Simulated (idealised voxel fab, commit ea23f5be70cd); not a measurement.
Presented below is a process module, voxel self aligned vias.
Xsec cut, 175 nm wide, square cell size 5 nm.
Cross-section layout: square cells on a grid; listed as bands, top to bottom; a band spans one or more cell rows. The entry gives the band's vertical extent as a top height and a bottom height in nm, then its horizontal make-up as materials from left to right, each with a width in nm. "empty" stands for empty space; a single material marked "throughout" fills the band edge to edge. Height datum 0, below which the as-received substrate wafer is one material. Lowest band open at the bottom, running downward: "top 0, no bottom". A width given as "30..40" starts at the first number in the band's top row and ends at the second number in its bottom row, shifting by an equal amount at every step from row to row. "same as before", as given for a step, is the statement that not any cell of the cross-section underwent a change during that step. "Sealed-off cavities": sealed empty spaces, 8 cells or more, no open way to top, listed width x height at distance, with distance from the left edge and width, height and distance in nm. Heads up: the bit after the settings on a step's line is the simulator's remark on that step. overlay nm: right-of-plan distance of the mask on a masked step; negative values mean left-of-plan.
[This section lists the process steps that were planned]
1,op RECEIVE | material Si
2,op CONFORMAL_DEP | material SiO2 | thk nm 15
3,op CONFORMAL_DEP | material SiCN | thk nm 5
4,op DIRECTIONAL_DEP | material lowk | thk nm 20
5,op MASKED_ETCH | tone open | mask id LINES | width nm 30 | pitch nm 70 | etch materials lowk | depth nm 20 | overlay nm 0
6,op CONFORMAL_DEP | material TiN | thk nm 5
7,op FILL_DEP | material Ru | thk nm 10
8,op CMP | height nm 40
9,op SELECTIVE_ETCH | etch materials W Ru TiN | depth nm 5
10,op FILL_DEP | material SiN | thk nm 10
11,op CMP | height nm 40
12,op DIRECTIONAL_DEP | material lowk | thk nm 20
13,op DIRECTIONAL_DEP | material aC | thk nm 15
14,op PATTERN | tone open | mask id VIAS | material resist | width nm 40 | pitch nm 70 | thk nm 30 | overlay nm 0
15,op DIRECTIONAL_ETCH | etch materials aC | depth nm 15
16,op STRIP | etch materials resist
17,op DIRECTIONAL_ETCH | etch materials lowk | depth nm 20
18,op DIRECTIONAL_ETCH | etch materials SiN | depth nm 5
19,op STRIP | etch materials aC
20,op CONFORMAL_DEP | material TiN | thk nm 5
21,op FILL_DEP | material Ru | thk nm 10
22,op CMP | height nm 60
23,op CONFORMAL_DEP | material SiCN | thk nm 5
[Cross-section of the incoming wafer, state after step 1]
  top 0, no bottom | Si throughout
  Sealed-off cavities: none
[a wafer at the end: this start, this plan, one mistake]
  top 65, bottom 60 | SiCN throughout
  top 60, bottom 40 | TiN throughout
  top 40, bottom 35 | 35 lowk, 30 SiN, 40 lowk, 30 SiN, 40 lowk
  top 35, bottom 25 | 35 lowk, 5 TiN, 20 Ru, 5 TiN, 40 lowk, 5 TiN, 20 Ru, 5 TiN, 40 lowk
  top 25, bottom 20 | 35 lowk, 30 TiN, 40 lowk, 30 TiN, 40 lowk
  top 20, bottom 15 | SiCN throughout
  top 15, bottom 0 | SiO2 throughout
  top 0, no bottom | Si throughout
  Sealed-off cavities: none
Processing error: step 12 was run on a setting that differed from the plan, and what really ran there is op DIRECTIONAL_DEP | material TiN | thk nm 20
